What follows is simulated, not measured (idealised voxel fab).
Process module, titled voxel double patterning
175 nm wide, 5 nm square cells: that's cross-section cut.
A cross-section is written here as square cells arranged in a grid, and it is given in bands from the top down, each band taking up one or more rows of cells. Quick guide to a band line: top height, bottom height (nm) up front; then every material left to right with its width in nm. Only one material and it's marked "everywhere"? Then it fills the band edge to edge. And "blank" just means empty space. It should be noted that heights are counted from 0, beneath which the wafer as supplied is of one material throughout, and that the lowest band possesses no lower boundary but continues downward, as written in "from 0 down". The expression "30 to 40" gives the width at the extremes of the band, the first number at its top row of cells and the second at its bottom row, with the width changing by equal amounts from each row to the next in between. Key: "remained unchanged" - step with no changed cell in the cross-section. "Trapped voids" enumerates empty spaces isolated from the top, with no open way to it, that contain at least 8 cells, giving each as width x height at distance from the left edge, all three in nm. What comes after the settings on a step's line is commentary from the simulator itself on that step. overlay nm: how far to the right of its planned place the mask lay on this masked step (negative: to the left).
### plan
1 RECEIVE: material Si
2 CONFORMAL_DEP: material SiO2, thk nm 10
3 DIRECTIONAL_DEP: material TiN, thk nm 20
4 DIRECTIONAL_DEP: material SiCN, thk nm 5
5 PATTERN: tone open, mask id FIRST, material resist, width nm 15, pitch nm 50, thk nm 15, overlay nm 0
6 DIRECTIONAL_ETCH: etch materials SiCN, depth nm 5
7 STRIP: etch materials resist
8 PATTERN: tone open, mask id SECOND, material resist, width nm 15, thk nm 15, overlay nm 0
9 DIRECTIONAL_ETCH: etch materials SiCN, depth nm 5
10 STRIP: etch materials resist
11 DIRECTIONAL_ETCH: etch materials TiN, depth nm 20
12 STRIP: etch materials SiCN
### On the first of the two wafers: run conducted according to plan
### Step 1 complete: cross-section of the wafer as received
- from 0 down  Si everywhere
- Trapped voids: none
### Wafer section view after processing step 2
- from 10 to 0  SiO2 everywhere
- Anything lower than 0 is untouched.
### Wafer section view after processing step 3
- from 30 to 10  TiN everywhere
- Anything lower than 10 is untouched.
### Wafer section view after processing step 4
- from 35 to 30  SiCN everywhere
- Anything lower than 30 is untouched.
### Wafer section view after processing step 5
- from 50 to 35  resist (55), then blank (15), then resist (35), then blank (15), then resist (55)
- Anything lower than 35 is untouched.
### Wafer section view after processing step 6
- from 50 to 35  resist (55), then blank (15), then resist (35), then blank (15), then resist (55)
- from 35 to 30  SiCN (55), then blank (15), then SiCN (35), then blank (15), then SiCN (55)
- Anything lower than 30 is untouched.
### Wafer section view after processing step 7
- from 35 to 30  SiCN (55), then blank (15), then SiCN (35), then blank (15), then SiCN (55)
- Anything lower than 30 is untouched.
### Wafer section view after processing step 8
- from 50 to 35  resist (80), then blank (15), then resist (80)
- from 35 to 30  SiCN (55), then resist (15), then SiCN (35), then resist (15), then SiCN (55)
- Anything lower than 30 is untouched.
### Wafer section view after processing step 9
- from 50 to 35  resist (80), then blank (15), then resist (80)
- from 35 to 30  SiCN (55), then resist (15), then SiCN (10), then blank (15), then SiCN (10), then resist (15), then SiCN (55)
- Anything lower than 30 is untouched.
### Wafer section view after processing step 10
- from 35 to 30  SiCN (55), then blank (15), then SiCN (10), then blank (15), then SiCN (10), then blank (15), then SiCN (55)
- Anything lower than 30 is untouched.
### Wafer section view after processing step 11
- from 35 to 30  SiCN (55), then blank (15), then SiCN (10), then blank (15), then SiCN (10), then blank (15), then SiCN (55)
- from 30 to 10  TiN (55), then blank (15), then TiN (10), then blank (15), then TiN (10), then blank (15), then TiN (55)
- Anything lower than 10 is untouched.
### Wafer section view after processing step 12
- from 30 to 10  TiN (55), then blank (15), then TiN (10), then blank (15), then TiN (10), then blank (15), then TiN (55)
- Anything lower than 10 is untouched.
### second wafer: like start, like plan, one mistake. Through step 1 it matches the first wafer
### Second wafer at the planned finish of step 2, seen in cross-section
- from 10 to 0  TiN everywhere
- Anything lower than 0 is untouched.
### Second wafer at the planned finish of step 3, seen in cross-section
- from 30 to 0  TiN everywhere
- Anything lower than 0 is untouched.
### Second wafer at the planned finish of step 4, seen in cross-section
- from 35 to 30  SiCN everywhere
- Anything lower than 30 is untouched.
### Second wafer at the planned finish of step 5, seen in cross-section
- from 50 to 35  resist (55), then blank (15), then resist (35), then blank (15), then resist (55)
- Anything lower than 35 is untouched.
### Second wafer at the planned finish of step 6, seen in cross-section
- from 50 to 35  resist (55), then blank (15), then resist (35), then blank (15), then resist (55)
- from 35 to 30  SiCN (55), then blank (15), then SiCN (35), then blank (15), then SiCN (55)
- Anything lower than 30 is untouched.
### Second wafer at the planned finish of step 7, seen in cross-section
- from 35 to 30  SiCN (55), then blank (15), then SiCN (35), then blank (15), then SiCN (55)
- Anything lower than 30 is untouched.
### Second wafer at the planned finish of step 8, seen in cross-section
- from 50 to 35  resist (80), then blank (15), then resist (80)
- from 35 to 30  SiCN (55), then resist (15), then SiCN (35), then resist (15), then SiCN (55)
- Anything lower than 30 is untouched.
### Second wafer at the planned finish of step 9, seen in cross-section
- from 50 to 35  resist (80), then blank (15), then resist (80)
- from 35 to 30  SiCN (55), then resist (15), then SiCN (10), then blank (15), then SiCN (10), then resist (15), then SiCN (55)
- Anything lower than 30 is untouched.
### Second wafer at the planned finish of step 10, seen in cross-section
- from 35 to 30  SiCN (55), then blank (15), then SiCN (10), then blank (15), then SiCN (10), then blank (15), then SiCN (55)
- Anything lower than 30 is untouched.
### Second wafer at the planned finish of step 11, seen in cross-section
- from 35 to 30  SiCN (55), then blank (15), then SiCN (10), then blank (15), then SiCN (10), then blank (15), then SiCN (55)
- from 30 to 10  TiN (55), then blank (15), then TiN (10), then blank (15), then TiN (10), then blank (15), then TiN (55)
- Anything lower than 10 is untouched.
### Second wafer at the planned finish of step 12, seen in cross-section
- from 30 to 10  TiN (55), then blank (15), then TiN (10), then blank (15), then TiN (10), then blank (15), then TiN (55)
- Anything lower than 10 is untouched.
What went wrong in running the wafer? step 2 did not happen as planned, as run it was CONFORMAL_DEP: material TiN, thk nm 10
End of process, cell counts, second wafer against first, materials with more or fewer: -70 SiO2 | +70 TiN
